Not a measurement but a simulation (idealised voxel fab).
voxel gate over fins: a process module
Each square cell in cross-section cut measures 5 nm, and the section as a whole is 195 nm wide.
We lay out every cross-section as a grid of square cells and spell it out in bands from the top down, where one band means one or more rows of cells.
The band entry comprises the height of the band's top followed by the height of its bottom, expressed in nm, and subsequently the band's materials from left to right, each stated together with its width in nm. Where a single material is marked with the word "throughout", that material fills the band from edge to edge. The word "blank" represents empty space.
Ref level 0: as-received wafer is one material below here. Bottom band extends down with no lower bound ("from 0 down").
When a width is written as two numbers, as in "30..40", the first number is the width in the top row of cells of the band and the second is the width in its bottom row, and the width changes by the same amount from each row to the next.
Where the words "all unchanged" appear for a step, the cross-section shows no cell changed by that step; every cell remained as before.
The label "Enclosed voids" introduces a list of the empty spaces, 8 cells or larger, that have no open way up to the top; each entry in it reads width x height at distance, where the distance is taken from the left edge and all three are stated in nm.
On a step's line, text after the settings is the simulator commenting on that step.
Each step line may optionally specify "overlay nm", which for a step with a mask gives the rightward distance between the mask's planned place and where it lay, a negative value indicating the leftward direction.
-- Listed below are the process steps as planned
| 1 | RECEIVE,material Si |
| 2 | CONFORMAL_DEP,material SiN,thk nm 5 |
| 3 | PATTERN,tone cover,mask id FINS,material resist,width nm 15,pitch nm 60,thk nm 15,overlay nm 0 |
| 4 | DIRECTIONAL_ETCH,etch materials SiN,depth nm 5 |
| 5 | DIRECTIONAL_ETCH,etch materials Si,depth nm 40 |
| 6 | STRIP,etch materials resist |
| 7 | FILL_DEP,material SiO2,thk nm 15 |
| 8 | CMP,height nm 5 |
| 9 | PATTERN,tone open,mask id RAIL,material resist,width nm 15,thk nm 15,overlay nm 0 |
| 10 | DIRECTIONAL_ETCH,etch materials SiO2,depth nm 40 |
| 11 | STRIP,etch materials resist |
| 12 | CONFORMAL_DEP,material TiN,thk nm 5 |
| 13 | FILL_DEP,material W,thk nm 5 |
| 14 | CMP,height nm 5 |
| 15 | SELECTIVE_ETCH,etch materials W Ru TiN,depth nm 25 |
| 16 | FILL_DEP,material SiO2,thk nm 5 |
| 17 | CMP,height nm 5 |
| 18 | SELECTIVE_ETCH,etch materials SiO2,depth nm 20 |
| 19 | STRIP,etch materials SiN |
| 20 | CONFORMAL_DEP,material HfO2,thk nm 5 |
| 21 | CONFORMAL_DEP,material TiN,thk nm 5 |
| 22 | CONFORMAL_DEP,material TiAl,thk nm 5 |
| 23 | CONFORMAL_DEP,material TiN,thk nm 5 |
| 24 | FILL_DEP,material W,thk nm 10 |
| 25 | CMP,height nm 25 |
| 26 | CONFORMAL_DEP,material SiCN,thk nm 5 |
-- Wafer at receipt (post step 1), cross-section
- from 0 down: Si throughout
- Enclosed voids: none
-- Here's the wafer cut in cross-section after the module, started and planned just like above, except one thing was done wrong in the run
- from 30 to 25: SiCN throughout
- from 25 to 20: W throughout
- from 20 to 15: 10 nm W; 55 nm TiN; 5 nm W; 55 nm TiN; 5 nm W; 55 nm TiN; 10 nm W
- from 15 to 10: 10 nm W; 5 nm TiN; 45 nm TiAl; 5 nm TiN; 5 nm W; 5 nm TiN; 45 nm TiAl; 5 nm TiN; 5 nm W; 5 nm TiN; 45 nm TiAl; 5 nm TiN; 10 nm W
- from 10 to 5: 10 nm W; 5 nm TiN; 5 nm TiAl; 35 nm TiN; 5 nm TiAl; 5 nm TiN; 5 nm W; 5 nm TiN; 5 nm TiAl; 35 nm TiN; 5 nm TiAl; 5 nm TiN; 5 nm W; 5 nm TiN; 5 nm TiAl; 35 nm TiN; 5 nm TiAl; 5 nm TiN; 10 nm W
- from 5 to 0: 15 nm TiN; 5 nm TiAl; 5 nm TiN; 25 nm HfO2; 5 nm TiN; 5 nm TiAl; 15 nm TiN; 5 nm TiAl; 5 nm TiN; 25 nm HfO2; 5 nm TiN; 5 nm TiAl; 15 nm TiN; 5 nm TiAl; 5 nm TiN; 25 nm HfO2; 5 nm TiN; 5 nm TiAl; 15 nm TiN
- from 0 to -5: 20 nm TiAl; 5 nm TiN; 5 nm HfO2; 15 nm Si; 5 nm HfO2; 5 nm TiN; 25 nm TiAl; 5 nm TiN; 5 nm HfO2; 15 nm Si; 5 nm HfO2; 5 nm TiN; 25 nm TiAl; 5 nm TiN; 5 nm HfO2; 15 nm Si; 5 nm HfO2; 5 nm TiN; 20 nm TiAl
- from -5 to -10: 25 nm TiN; 5 nm HfO2; 15 nm Si; 5 nm HfO2; 35 nm TiN; 5 nm HfO2; 15 nm Si; 5 nm HfO2; 35 nm TiN; 5 nm HfO2; 15 nm Si; 5 nm HfO2; 25 nm TiN
- from -10 to -15: 30 nm HfO2; 15 nm Si; 45 nm HfO2; 15 nm Si; 45 nm HfO2; 15 nm Si; 30 nm HfO2
- from -15 to -20: 30 nm SiO2; 15 nm Si; 45 nm SiO2; 15 nm Si; 45 nm SiO2; 15 nm Si; 30 nm SiO2
- from -20 to -30: 30 nm SiO2; 15 nm Si; 10 nm SiO2; 5 nm TiN; 15 nm W; 5 nm TiN; 10 nm SiO2; 15 nm Si; 45 nm SiO2; 15 nm Si; 30 nm SiO2
- from -30 to -35: 30 nm SiO2; 15 nm Si; 10 nm SiO2; 25 nm TiN; 10 nm SiO2; 15 nm Si; 45 nm SiO2; 15 nm Si; 30 nm SiO2
- from -35 to -40: 30 nm SiO2; 15 nm Si; 45 nm SiO2; 15 nm Si; 45 nm SiO2; 15 nm Si; 30 nm SiO2
- from -40 down: Si throughout
- Enclosed voids: none
So what did we get wrong on this run? it should be noted that step 9 was executed with settings other than those planned, the operation and settings actually applied being PATTERN,tone open,mask id RAIL,material resist,width nm 25,thk nm 15,overlay nm 0
